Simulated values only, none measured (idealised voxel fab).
The process module presented herein is designated voxel gate over fins.
Cross-section cut spans 145 nm and uses square cells 5 nm in size.
Bands, listed from the top down, are how a cross-section gets written in this document; the cross-section itself is a grid of square cells, and a band is one or more rows of them.
Read a band's entry like this: the first values are the height of its top and the height of its bottom in nm, and what follows is the sequence of materials from left to right, each with its width in nm. Note that "blank" is empty space, and that a single material marked "all across" reaches across the band from edge to edge.
Zero point of the height axis is 0; under it, received wafer = one material. Lowest band: continues down indefinitely, "0 nm and below".
The expression "30..40" gives the width at the extremes of the band, the first number at its top row of cells and the second at its bottom row, with the width changing by equal amounts from each row to the next in between.
"identical to before" (step): cross-section cells unchanged, all of them.
Under "Enclosed cavity list" you'll find the enclosed gaps, the ones with no way out to the top, that are 8 cells or bigger; each reads width x height at distance, with distance counted from the left edge, everything in nm.
after a step's settings: what the simulator itself notes on the step
When a step includes a mask, the "overlay nm" setting on its line states how far to the right of its planned place that mask lay, and negative values state how far to the left.
# Steps in the process plan
1 RECEIVE,material Si
2 CONFORMAL_DEP,material SiN,thk nm 5
3 PATTERN,tone cover,mask id FINS,material resist,width nm 15,pitch nm 35,thk nm 20,overlay nm 0
4 DIRECTIONAL_ETCH,etch materials SiN,depth nm 5
5 DIRECTIONAL_ETCH,etch materials Si,depth nm 30
6 STRIP,etch materials resist
7 OXIDIZE,depth nm 5
8 FILL_DEP,material SiO2,thk nm 15
9 CMP,height nm 5
10 SELECTIVE_ETCH,etch materials SiO2,depth nm 15
11 STRIP,etch materials SiN
12 CONFORMAL_DEP,material HfO2,thk nm 5
13 CONFORMAL_DEP,material TiN,thk nm 5
14 FILL_DEP,material W,thk nm 15
15 CMP,height nm 20
16 CONFORMAL_DEP,material SiN,thk nm 5
# First wafer, two in total, run as planned
# Cross-section of the wafer at receipt, which is the condition after step 1
    0 nm and below | Si all across
    Enclosed cavity list: none
# The wafer, seen in cross-section, after step 2
    5 nm to 0 nm | SiN all across
    For the remainder of the cross-section, below 0, there is no change.
# The wafer, seen in cross-section, after step 3
    25 nm to 5 nm | 30 of blank  15 of resist  20 of blank  15 of resist  20 of blank  15 of resist  30 of blank
    For the remainder of the cross-section, below 5, there is no change.
# The wafer, seen in cross-section, after step 4
    25 nm to 5 nm | 30 of blank  15 of resist  20 of blank  15 of resist  20 of blank  15 of resist  30 of blank
    5 nm to 0 nm | 30 of blank  15 of SiN  20 of blank  15 of SiN  20 of blank  15 of SiN  30 of blank
    For the remainder of the cross-section, below 0, there is no change.
# The wafer, seen in cross-section, after step 5
    25 nm to 5 nm | 30 of blank  15 of resist  20 of blank  15 of resist  20 of blank  15 of resist  30 of blank
    5 nm to 0 nm | 30 of blank  15 of SiN  20 of blank  15 of SiN  20 of blank  15 of SiN  30 of blank
    0 nm to -30 nm | 30 of blank  15 of Si  20 of blank  15 of Si  20 of blank  15 of Si  30 of blank
    For the remainder of the cross-section, below -30, there is no change.
# The wafer, seen in cross-section, after step 6
    5 nm to 0 nm | 30 of blank  15 of SiN  20 of blank  15 of SiN  20 of blank  15 of SiN  30 of blank
    For the remainder of the cross-section, below 0, there is no change.
# The wafer, seen in cross-section, after step 7
    5 nm to 0 nm | 30 of blank  15 of SiN  20 of blank  15 of SiN  20 of blank  15 of SiN  30 of blank
    0 nm to -30 nm | 30 of blank  5 of SiO2  5 of Si  5 of SiO2  20 of blank  5 of SiO2  5 of Si  5 of SiO2  20 of blank  5 of SiO2  5 of Si  5 of SiO2  30 of blank
    -30 nm to -35 nm | 35 of SiO2  5 of Si  30 of SiO2  5 of Si  30 of SiO2  5 of Si  35 of SiO2
    For the remainder of the cross-section, below -35, there is no change.
# The wafer, seen in cross-section, after step 8
    20 nm to 5 nm | SiO2 all across
    5 nm to 0 nm | 30 of SiO2  15 of SiN  20 of SiO2  15 of SiN  20 of SiO2  15 of SiN  30 of SiO2
    0 nm to -35 nm | 35 of SiO2  5 of Si  30 of SiO2  5 of Si  30 of SiO2  5 of Si  35 of SiO2
    For the remainder of the cross-section, below -35, there is no change.
# The wafer, seen in cross-section, after step 9
    5 nm to 0 nm | 30 of SiO2  15 of SiN  20 of SiO2  15 of SiN  20 of SiO2  15 of SiN  30 of SiO2
    For the remainder of the cross-section, below 0, there is no change.
# The wafer, seen in cross-section, after step 10
    5 nm to 0 nm | 30 of blank  15 of SiN  20 of blank  15 of SiN  20 of blank  15 of SiN  30 of blank
    0 nm to -10 nm | 35 of blank  5 of Si  30 of blank  5 of Si  30 of blank  5 of Si  35 of blank
    For the remainder of the cross-section, below -10, there is no change.
# The wafer, seen in cross-section, after step 11
    0 nm to -10 nm | 35 of blank  5 of Si  30 of blank  5 of Si  30 of blank  5 of Si  35 of blank
    For the remainder of the cross-section, below -10, there is no change.
# The wafer, seen in cross-section, after step 12
    5 nm to 0 nm | 30 of blank  15 of HfO2  20 of blank  15 of HfO2  20 of blank  15 of HfO2  30 of blank
    0 nm to -5 nm | 30 of blank  5 of HfO2  5 of Si  5 of HfO2  20 of blank  5 of HfO2  5 of Si  5 of HfO2  20 of blank  5 of HfO2  5 of Si  5 of HfO2  30 of blank
    -5 nm to -10 nm | 35 of HfO2  5 of Si  30 of HfO2  5 of Si  30 of HfO2  5 of Si  35 of HfO2
    For the remainder of the cross-section, below -10, there is no change.
# The wafer, seen in cross-section, after step 13
    10 nm to 5 nm | 25 of blank  25 of TiN  10 of blank  25 of TiN  10 of blank  25 of TiN  25 of blank
    5 nm to 0 nm | 25 of blank  5 of TiN  15 of HfO2  5 of TiN  10 of blank  5 of TiN  15 of HfO2  5 of TiN  10 of blank  5 of TiN  15 of HfO2  5 of TiN  25 of blank
    0 nm to -5 nm | 30 of TiN  5 of HfO2  5 of Si  5 of HfO2  20 of TiN  5 of HfO2  5 of Si  5 of HfO2  20 of TiN  5 of HfO2  5 of Si  5 of HfO2  30 of TiN
    For the remainder of the cross-section, below -5, there is no change.
# The wafer, seen in cross-section, after step 14
    25 nm to 10 nm | W all across
    10 nm to 5 nm | 25 of W  25 of TiN  10 of W  25 of TiN  10 of W  25 of TiN  25 of W
    5 nm to 0 nm | 25 of W  5 of TiN  15 of HfO2  5 of TiN  10 of W  5 of TiN  15 of HfO2  5 of TiN  10 of W  5 of TiN  15 of HfO2  5 of TiN  25 of W
    For the remainder of the cross-section, below 0, there is no change.
# The wafer, seen in cross-section, after step 15
    20 nm to 10 nm | W all across
    For the remainder of the cross-section, below 10, there is no change.
# The wafer, seen in cross-section, after step 16
    25 nm to 20 nm | SiN all across
    For the remainder of the cross-section, below 20, there is no change.
# For the second wafer, take the first wafer's start and plan, then add one mistake made in running it; everything through step 11, that step included, is shared with the first
# Second wafer shown in cross-section at the time step 12 was slated to end
    5 nm to 0 nm | 30 of blank  15 of TiN  20 of blank  15 of TiN  20 of blank  15 of TiN  30 of blank
    0 nm to -5 nm | 30 of blank  5 of TiN  5 of Si  5 of TiN  20 of blank  5 of TiN  5 of Si  5 of TiN  20 of blank  5 of TiN  5 of Si  5 of TiN  30 of blank
    -5 nm to -10 nm | 35 of TiN  5 of Si  30 of TiN  5 of Si  30 of TiN  5 of Si  35 of TiN
    For the remainder of the cross-section, below -10, there is no change.
# Second wafer shown in cross-section at the time step 13 was slated to end
    10 nm to 5 nm | 25 of blank  25 of HfO2  10 of blank  25 of HfO2  10 of blank  25 of HfO2  25 of blank
    5 nm to 0 nm | 25 of blank  5 of HfO2  15 of TiN  5 of HfO2  10 of blank  5 of HfO2  15 of TiN  5 of HfO2  10 of blank  5 of HfO2  15 of TiN  5 of HfO2  25 of blank
    0 nm to -5 nm | 30 of HfO2  5 of TiN  5 of Si  5 of TiN  20 of HfO2  5 of TiN  5 of Si  5 of TiN  20 of HfO2  5 of TiN  5 of Si  5 of TiN  30 of HfO2
    For the remainder of the cross-section, below -5, there is no change.
# Second wafer shown in cross-section at the time step 14 was slated to end
    25 nm to 10 nm | W all across
    10 nm to 5 nm | 25 of W  25 of HfO2  10 of W  25 of HfO2  10 of W  25 of HfO2  25 of W
    5 nm to 0 nm | 25 of W  5 of HfO2  15 of TiN  5 of HfO2  10 of W  5 of HfO2  15 of TiN  5 of HfO2  10 of W  5 of HfO2  15 of TiN  5 of HfO2  25 of W
    For the remainder of the cross-section, below 0, there is no change.
# Second wafer shown in cross-section at the time step 15 was slated to end
    20 nm to 10 nm | W all across
    For the remainder of the cross-section, below 10, there is no change.
# Second wafer shown in cross-section at the time step 16 was slated to end
    25 nm to 20 nm | SiN all across
    For the remainder of the cross-section, below 20, there is no change.
what went wrong: so 12 and 13 got swapped relative to the plan, each ran where the other was supposed to
Upon completion, the cell count for each material on the second wafer equals that on the first, whereas the spatial distribution of those cells differs.
